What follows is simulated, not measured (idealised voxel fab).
Process module heading - voxel capacitor over wiring
In the cross-section labelled cut, the width is 300 nm and each square cell is 5 nm.
Cross-section spec: square-cell grid; bands listed top down; each band is one or more rows.
Quick guide to a band line: top height, bottom height (nm) up front; then every material left to right with its width in nm. Only one material and it's marked "full width"? Then it fills the band edge to edge. And "empty" just means empty space.
We count height from 0. Below that, the starting wafer is all one material. The lowest band never ends at the bottom but goes on down; see "0 and below" for how that is written.
The two numbers in a width such as "30..40" mark its ends across the band: the first belongs to the top row of cells, the second to the bottom row, and from each row to the next the width moves by the same amount.
The cross-section has no changed cell in any step marked "all unchanged".
The list in "Closed void roster" covers empty spaces of 8 cells or more that cannot reach the top through any open way, and it gives each as width x height at distance; the distance is from the left edge, and width, height and distance are in nm.
That trailing text on a step's line, after the settings, is the simulator's own remark on the step.
If you see "overlay nm" on a step's line and that step has a mask, it's telling you how far right of where it was planned the mask ended up; a negative number means it went left instead.

# Here's what the planned process steps look like
- 1: RECEIVE: material Si
- 2: CONFORMAL_DEP: material SiO2, thk nm 10
- 3: DIRECTIONAL_DEP: material TiN, thk nm 5
- 4: DIRECTIONAL_DEP: material W, thk nm 20
- 5: DIRECTIONAL_DEP: material aC, thk nm 10
- 6: PATTERN: tone cover, mask id METAL_1, material resist, width nm 20, pitch nm 85, thk nm 30, overlay nm 0
- 7: DIRECTIONAL_ETCH: etch materials aC, depth nm 10
- 8: STRIP: etch materials resist
- 9: DIRECTIONAL_ETCH: etch materials W, depth nm 20
- 10: DIRECTIONAL_ETCH: etch materials TiN, depth nm 5
- 11: STRIP: etch materials aC
- 12: CONFORMAL_DEP: material SiN, thk nm 5
- 13: FILL_DEP: material lowk, thk nm 10
- 14: CMP: height nm 35
- 15: CONFORMAL_DEP: material SiCN, thk nm 5
- 16: DIRECTIONAL_DEP: material SiO2, thk nm 20
- 17: MASKED_ETCH: tone open, mask id PLUG_1, width nm 15, etch materials SiO2, depth nm 20, overlay nm 0
- 18: MASKED_ETCH: tone open, mask id PLUG_1, width nm 15, etch materials SiCN, depth nm 5, overlay nm 0
- 19: CONFORMAL_DEP: material TiN, thk nm 5
- 20: FILL_DEP: material Cu, thk nm 5
- 21: CMP: height nm 60
- 22: DIRECTIONAL_DEP: material TiN, thk nm 5
- 23: DIRECTIONAL_DEP: material Al2O3, thk nm 5
- 24: DIRECTIONAL_DEP: material TiN, thk nm 10
- 25: DIRECTIONAL_DEP: material aC, thk nm 15
- 26: PATTERN: tone cover, mask id UPPER_PLATE, material resist, width nm 70, thk nm 35, overlay nm 0
- 27: DIRECTIONAL_ETCH: etch materials aC, depth nm 15
- 28: STRIP: etch materials resist
- 29: DIRECTIONAL_ETCH: etch materials TiN, depth nm 10
- 30: DIRECTIONAL_ETCH: etch materials Al2O3, depth nm 5
- 31: STRIP: etch materials aC
- 32: DIRECTIONAL_DEP: material aC, thk nm 10
- 33: PATTERN: tone cover, mask id LOWER_PLATE, material resist, width nm 80, thk nm 30, overlay nm 0
- 34: DIRECTIONAL_ETCH: etch materials aC, depth nm 10
- 35: STRIP: etch materials resist
- 36: DIRECTIONAL_ETCH: etch materials TiN, depth nm 5
- 37: STRIP: etch materials aC
- 38: FILL_DEP: material SiO2, thk nm 15
- 39: CMP: height nm 90
- 40: PATTERN: tone open, mask id PLUG_2, material resist, width nm 15, thk nm 20, overlay nm 0
- 41: DIRECTIONAL_ETCH: etch materials SiO2, depth nm 10
- 42: STRIP: etch materials resist
- 43: CONFORMAL_DEP: material TiN, thk nm 5
- 44: FILL_DEP: material Ru, thk nm 5
- 45: CMP: height nm 90
- 46: CONFORMAL_DEP: material SiN, thk nm 5

# As-received wafer cross-section (after step 1)
	0 and below | Si full width
	Closed void roster: none

# Cross-sectional image of the first of two wafers at the end of the module, the run having proceeded as planned
	95 down to 90 | SiN full width
	90 down to 85 | SiO2: 110; TiN: 5; Ru: 5; TiN: 5; SiO2: 175
	85 down to 80 | SiO2: 110; TiN: 15; SiO2: 175
	80 down to 70 | SiO2: 100; TiN: 70; SiO2: 130
	70 down to 65 | SiO2: 100; Al2O3: 70; SiO2: 130
	65 down to 60 | SiO2: 95; TiN: 80; SiO2: 125
	60 down to 40 | SiO2: 100; TiN: 5; Cu: 5; TiN: 5; SiO2: 185
	40 down to 35 | SiCN: 100; TiN: 15; SiCN: 185
	35 down to 15 | lowk: 90; SiN: 5; W: 20; SiN: 5; lowk: 55; SiN: 5; W: 20; SiN: 5; lowk: 95
	15 down to 10 | SiN: 95; TiN: 20; SiN: 65; TiN: 20; SiN: 100
	10 down to 0 | SiO2 full width
	0 and below | Si full width
	Closed void roster: none

# The second wafer, shown in cross-section after the module: started the same way as the first and given the same plan, yet one mistake crept into how it was run
	95 down to 90 | SiN full width
	90 down to 85 | SiO2: 110; TiN: 5; Ru: 5; TiN: 5; SiO2: 175
	85 down to 80 | SiO2: 110; TiN: 15; SiO2: 175
	80 down to 70 | SiO2: 100; TiN: 70; SiO2: 130
	70 down to 65 | SiO2: 100; Al2O3: 70; SiO2: 130
	65 down to 60 | SiO2: 95; TiN: 80; SiO2: 125
	60 down to 55 | SiO2: 100; TiN: 5; Cu: 5; TiN: 5; SiO2: 185
	55 down to 50 | SiCN: 100; TiN: 15; SiCN: 185
	50 down to 40 | lowk full width
	40 down to 35 | lowk: 90; SiN: 30; lowk: 55; SiN: 30; lowk: 95
	35 down to 15 | lowk: 90; SiN: 5; W: 20; SiN: 5; lowk: 55; SiN: 5; W: 20; SiN: 5; lowk: 95
	15 down to 10 | SiN: 95; TiN: 20; SiN: 65; TiN: 20; SiN: 100
	10 down to 0 | SiO2 full width
	0 and below | Si full width
	Closed void roster: none
what went wrong: it should be noted that step 14 of the plan was omitted and was not performed
Wafer comparison, final, in cells, second relative to first, materials more or fewer: 3 fewer of Cu | 12 more of SiN | 171 fewer of SiO2 | 6 fewer of TiN | 168 more of lowk
